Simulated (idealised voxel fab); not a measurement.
Module name: voxel wiring stack (process module)
Square cell edge 5 nm, section width 215 nm, ID cut.
Cross-section, as written here: a square-cell grid given band by band from the top down, where a band holds one or more rows of cells. A band entry consists of two parts. The first gives the height of the band's top and the height of its bottom, in nm. The rest lists the band's materials from left to right, each with its width in nm. A single material labelled with the word "full width" fills the band from edge to edge, and the word "empty" marks empty space. For the purposes of this specification, 0 denotes the height below which the wafer in its as-received condition is composed wholly of one material, and the lowermost band, lacking a lower limit, extends downward without end, as expressed in "0..down". You'd read "30..40" like this: the band's top row of cells is as wide as the first number, its bottom row is as wide as the second, and going down, every row changes width by the same amount as the row before did. No cell of the cross-section changed in a step that is given as "identical to before". If an empty space has no open way to the top and is at least 8 cells in size, "Sealed internal voids" lists it, written width x height at distance, where distance is measured from the left edge and every value is in nm. Text after the settings on a step's line: the simulator's own remark on that step. The optional step-line setting "overlay nm" applies to steps with a mask and quantifies how far to the right of its planned location the mask lay, a negative value indicating leftward placement.

# Below is the list of planned process steps
1,RECEIVE with material Si
2,CONFORMAL_DEP with material SiO2, thk nm 10
3,CONFORMAL_DEP with material SiN, thk nm 5
4,DIRECTIONAL_DEP with material SiO2, thk nm 20
5,PATTERN with tone open, mask id METAL_1, material resist, width nm 30, pitch nm 50, thk nm 15, overlay nm 0
6,DIRECTIONAL_ETCH with etch materials SiO2, depth nm 20
7,DIRECTIONAL_ETCH with etch materials SiN, depth nm 5
8,STRIP with etch materials resist
9,CONFORMAL_DEP with material TiN, thk nm 5
10,FILL_DEP with material W, thk nm 5
11,CMP with height nm 35
12,CONFORMAL_DEP with material SiCN, thk nm 5
13,DIRECTIONAL_DEP with material SiO2, thk nm 10
14,DIRECTIONAL_DEP with material aC, thk nm 15
15,PATTERN with tone open, mask id PLUG_1, material resist, width nm 15, pitch nm 100, thk nm 35, overlay nm 0
16,DIRECTIONAL_ETCH with etch materials aC, depth nm 15
17,STRIP with etch materials resist
18,DIRECTIONAL_ETCH with etch materials SiO2, depth nm 10
19,DIRECTIONAL_ETCH with etch materials SiCN, depth nm 5
20,STRIP with etch materials aC
21,EPI with material Ru, thk nm 10
22,EPI with material Ru, thk nm 5
23,DIRECTIONAL_DEP with material TiN, thk nm 5
24,DIRECTIONAL_DEP with material Ru, thk nm 25
25,PATTERN with tone cover, mask id METAL_2, material resist, width nm 30, pitch nm 50, thk nm 15, overlay nm 0
26,DIRECTIONAL_ETCH with etch materials Ru, depth nm 25
27,DIRECTIONAL_ETCH with etch materials TiN, depth nm 5
28,STRIP with etch materials resist
29,CONFORMAL_DEP with material SiN, thk nm 5
30,FILL_DEP with material SiO2, thk nm 5
31,CMP with height nm 80
32,CONFORMAL_DEP with material SiCN, thk nm 5
33,DIRECTIONAL_DEP with material lowk, thk nm 25
34,DIRECTIONAL_DEP with material aC, thk nm 10
35,PATTERN with tone open, mask id METAL_3_HOLES, material resist, width nm 15, pitch nm 50, thk nm 30, overlay nm 0
36,DIRECTIONAL_ETCH with etch materials aC, depth nm 10
37,STRIP with etch materials resist
38,DIRECTIONAL_ETCH with etch materials lowk, depth nm 25
39,STRIP with etch materials aC
40,DIRECTIONAL_DEP with material aC, thk nm 15
41,PATTERN with tone open, mask id METAL_3, material resist, width nm 30, pitch nm 50, thk nm 35, overlay nm 0
42,DIRECTIONAL_ETCH with etch materials aC, depth nm 15
43,STRIP with etch materials resist
44,DIRECTIONAL_ETCH with etch materials lowk, depth nm 15
45,DIRECTIONAL_ETCH with etch materials SiCN, depth nm 5
46,STRIP with etch materials aC
47,CONFORMAL_DEP with material TiN, thk nm 5
48,FILL_DEP with material Cu, thk nm 10
49,CMP with height nm 110
50,CONFORMAL_DEP with material SiCN, thk nm 5
51,DIRECTIONAL_DEP with material lowk, thk nm 15
52,PATTERN with tone open, mask id PLUG_3, material resist, width nm 15, pitch nm 50, thk nm 20, overlay nm 0
53,DIRECTIONAL_ETCH with etch materials lowk, depth nm 15
54,DIRECTIONAL_ETCH with etch materials SiCN, depth nm 5
55,STRIP with etch materials resist
56,CONFORMAL_DEP with material TiN, thk nm 5
57,FILL_DEP with material Ru, thk nm 5
58,CMP with height nm 130
59,CONFORMAL_DEP with material SiCN, thk nm 5
60,DIRECTIONAL_DEP with material SiO2, thk nm 25
61,MASKED_ETCH with tone open, mask id METAL_4, width nm 30, pitch nm 50, etch materials SiO2, depth nm 25, overlay nm 0
62,MASKED_ETCH with tone open, mask id METAL_4, width nm 30, pitch nm 50, etch materials SiCN, depth nm 5, overlay nm 0
63,CONFORMAL_DEP with material TiN, thk nm 5
64,FILL_DEP with material Cu, thk nm 10
65,CMP with height nm 160
66,EPI with material Ru, thk nm 5
67,FILL_DEP with material SiCN, thk nm 5

# Cross-section of the wafer upon arrival, representing the state reached after step 1
0..down = Si full width
Sealed internal voids: none

# One mistake in running the module, otherwise start and plan as above: cross-section at the end
170..165 = SiCN full width
165..160 = SiCN 35; Ru 40; SiCN 10; Ru 40; SiCN 10; Ru 40; SiCN 40
160..140 = SiO2 40; TiN 5; Cu 20; TiN 5; SiO2 20; TiN 5; Cu 20; TiN 5; SiO2 20; TiN 5; Cu 20; TiN 5; SiO2 45
140..135 = SiO2 40; TiN 5; Cu 10; TiN 15; SiO2 20; TiN 5; Cu 10; TiN 15; SiO2 20; TiN 5; Cu 10; TiN 15; SiO2 45
135..130 = SiCN 40; TiN 20; SiCN 30; TiN 20; SiCN 30; TiN 20; SiCN 55
130..115 = lowk 40; TiN 5; Ru 5; TiN 5; lowk 35; TiN 5; Ru 5; TiN 5; lowk 35; TiN 5; Ru 5; TiN 5; lowk 60
115..110 = SiCN 40; TiN 15; SiCN 35; TiN 15; SiCN 35; TiN 15; SiCN 60
110..100 = lowk 40; TiN 5; Cu 20; TiN 5; lowk 20; TiN 5; Cu 20; TiN 5; lowk 20; TiN 5; Cu 20; TiN 5; lowk 45
100..95 = lowk 40; TiN 5; Cu 5; TiN 20; lowk 20; TiN 5; Cu 5; TiN 20; lowk 20; TiN 5; Cu 5; TiN 20; lowk 45
95..85 = lowk 40; TiN 5; Cu 5; TiN 5; lowk 35; TiN 5; Cu 5; TiN 5; lowk 35; TiN 5; Cu 5; TiN 5; lowk 60
85..80 = SiCN 40; TiN 15; SiCN 35; TiN 15; SiCN 35; TiN 15; SiCN 60
80..55 = SiO2 35; SiN 5; Ru 30; SiN 5; SiO2 10; SiN 5; Ru 30; SiN 5; SiO2 10; SiN 5; Ru 30; SiN 5; SiO2 40
55..50 = SiN 40; TiN 30; SiN 20; TiN 30; SiN 20; TiN 30; SiN 45
50..40 = SiO2 40; Ru 15; SiO2 85; Ru 15; SiO2 60
40..35 = SiCN 40; Ru 15; SiCN 85; Ru 15; SiCN 60
35..15 = SiO2 40; TiN 5; W 20; TiN 5; SiO2 20; TiN 5; W 20; TiN 5; SiO2 20; TiN 5; W 20; TiN 5; SiO2 45
15..10 = SiN 40; TiN 30; SiN 20; TiN 30; SiN 20; TiN 30; SiN 45
10..0 = SiO2 full width
0..down = Si full width
Sealed internal voids: none
Which mistake was made when the wafer was run? step 62, actual vs plan mismatch, actual run MASKED_ETCH with tone open, mask id METAL_4, width nm 30, pitch nm 50, etch materials SiCN, depth nm 5, overlay nm -10
